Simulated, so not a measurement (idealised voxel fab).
This is a process module. Its name is voxel transistor to metal.
cross-section cut | 180 nm wide | cells 5 nm
Square cells in a grid make up a cross-section in this document, and the grid is given as bands, listed from the top down, each one or more rows of cells. Band: top height; bottom height; in nm. Then, left to right: material with width in nm, for each material. "edge to edge": a single material spanning edge to edge. "air": empty space. Height 0 is the level under which the wafer as received is all one material. The lowest band goes on downwards, as in "0 nm and below". Per-row width for "30 to 40": begins at first number (top row of band), ends at second number (bottom row), increment between rows held constant. What does "nothing changed" mean for a step? It means no cell of the cross-section changed in that step. The label "Closed void list" introduces a list of the empty spaces, 8 cells or larger, that have no open way up to the top; each entry in it reads width x height at distance, where the distance is taken from the left edge and all three are stated in nm. What comes after the settings on a step's line is commentary from the simulator itself on that step. If you see "overlay nm" on a step's line and that step has a mask, it's telling you how far right of where it was planned the mask ended up; a negative number means it went left instead.

### So here's the lineup of process steps we planned
1 RECEIVE with material Si
2 CONFORMAL_DEP with material SiO2, thk nm 5
3 CONFORMAL_DEP with material SiN, thk nm 10
4 DIRECTIONAL_DEP with material aC, thk nm 15
5 PATTERN with tone cover, mask id ACTIVE, material resist, width nm 115, thk nm 35, overlay nm 0
6 DIRECTIONAL_ETCH with etch materials aC, depth nm 15
7 STRIP with etch materials resist
8 DIRECTIONAL_ETCH with etch materials SiN, depth nm 10
9 DIRECTIONAL_ETCH with etch materials SiO2, depth nm 5
10 DIRECTIONAL_ETCH with etch materials Si, depth nm 20
11 STRIP with etch materials aC
12 OXIDIZE with depth nm 5
13 FILL_DEP with material SiO2, thk nm 15
14 CMP with height nm 15
15 SELECTIVE_ETCH with etch materials SiO2, depth nm 5
16 STRIP with etch materials SiN
17 SELECTIVE_ETCH with etch materials SiO2, depth nm 5
18 OXIDIZE with depth nm 5
19 DIRECTIONAL_DEP with material polySi, thk nm 30
20 DIRECTIONAL_DEP with material SiCN, thk nm 10
21 MASKED_ETCH with tone cover, mask id GATE, width nm 25, etch materials SiCN, depth nm 20, overlay nm 0
22 MASKED_ETCH with tone cover, mask id GATE, width nm 25, etch materials polySi, depth nm 40, overlay nm 0
23 CONFORMAL_DEP with material SiN, thk nm 5
24 DIRECTIONAL_ETCH with etch materials SiN, depth nm 5
25 DIRECTIONAL_ETCH with etch materials SiO2, depth nm 5
26 DIRECTIONAL_ETCH with etch materials Si, depth nm 15
27 EPI with material nSi, thk nm 15
28 FILL_DEP with material SiO2, thk nm 5
29 CMP with height nm 30
30 STRIP with etch materials polySi
31 SELECTIVE_ETCH with etch materials SiO2, depth nm 5
32 CONFORMAL_DEP with material HfO2, thk nm 5
33 CONFORMAL_DEP with material TiN, thk nm 5
34 FILL_DEP with material W, thk nm 10
35 CMP with height nm 25
36 DIRECTIONAL_DEP with material SiO2, thk nm 10
37 MASKED_ETCH with tone open, mask id CONTACT, width nm 15, pitch nm 80, etch materials SiO2, depth nm 40, overlay nm 0
38 CONFORMAL_DEP with material TiN, thk nm 5
39 FILL_DEP with material W, thk nm 5
40 CMP with height nm 35
41 DIRECTIONAL_DEP with material TiN, thk nm 5
42 DIRECTIONAL_DEP with material Ru, thk nm 20
43 MASKED_ETCH with tone cover, mask id METAL_1, width nm 15, pitch nm 80, etch materials Ru, depth nm 20, overlay nm 0
44 MASKED_ETCH with tone cover, mask id METAL_1, width nm 15, pitch nm 80, etch materials TiN, depth nm 5, overlay nm 0
45 CONFORMAL_DEP with material SiN, thk nm 5
46 FILL_DEP with material SiO2, thk nm 10
47 CMP with height nm 60
48 CONFORMAL_DEP with material SiCN, thk nm 5

### Wafer as received: cross-section following step 1
    0 nm and below  Si edge to edge
    Closed void list: none

### One mistake in running the module, otherwise start and plan as above: cross-section at the end
    65 nm to 60 nm  SiCN edge to edge
    60 nm to 40 nm  35 nm SiO2 | 5 nm SiN | 15 nm Ru | 5 nm SiN | 55 nm SiO2 | 5 nm SiN | 15 nm Ru | 5 nm SiN | 40 nm SiO2
    40 nm to 35 nm  40 nm SiN | 15 nm TiN | 65 nm SiN | 15 nm TiN | 45 nm SiN
    35 nm to 25 nm  40 nm SiO2 | 5 nm TiN | 5 nm W | 5 nm TiN | 65 nm SiO2 | 5 nm TiN | 5 nm W | 5 nm TiN | 45 nm SiO2
    25 nm to 10 nm  40 nm SiO2 | 5 nm TiN | 5 nm W | 5 nm TiN | 15 nm SiO2 | 5 nm SiN | 5 nm HfO2 | 5 nm TiN | 5 nm W | 5 nm TiN | 5 nm HfO2 | 5 nm SiN | 15 nm SiO2 | 5 nm TiN | 5 nm W | 5 nm TiN | 45 nm SiO2
    10 nm to 5 nm  40 nm SiO2 | 15 nm TiN | 15 nm nSi | 5 nm SiN | 5 nm HfO2 | 5 nm TiN | 5 nm W | 5 nm TiN | 5 nm HfO2 | 5 nm SiN | 15 nm nSi | 15 nm TiN | 45 nm SiO2
    5 nm to 0 nm  20 nm SiO2 | 5 nm SiN | 5 nm SiO2 | 40 nm nSi | 5 nm SiN | 5 nm HfO2 | 15 nm TiN | 5 nm HfO2 | 5 nm SiN | 40 nm nSi | 5 nm SiO2 | 5 nm SiN | 25 nm SiO2
    0 nm to -5 nm  20 nm SiO2 | 5 nm SiN | 5 nm SiO2 | 5 nm SiN | 35 nm nSi | 35 nm HfO2 | 35 nm nSi | 5 nm SiN | 5 nm SiO2 | 5 nm SiN | 25 nm SiO2
    -5 nm to -10 nm  40 nm SiO2 | 30 nm nSi | 35 nm Si | 30 nm nSi | 45 nm SiO2
    -10 nm to -20 nm  35 nm SiO2 | 5 nm Si | 30 nm nSi | 35 nm Si | 30 nm nSi | 5 nm Si | 40 nm SiO2
    -20 nm to -25 nm  35 nm SiO2 | 105 nm Si | 40 nm SiO2
    -25 nm and below  Si edge to edge
    Closed void list: none
What was the processing mistake? a sequencing error occurred in which plan steps 15 and 16 were transposed
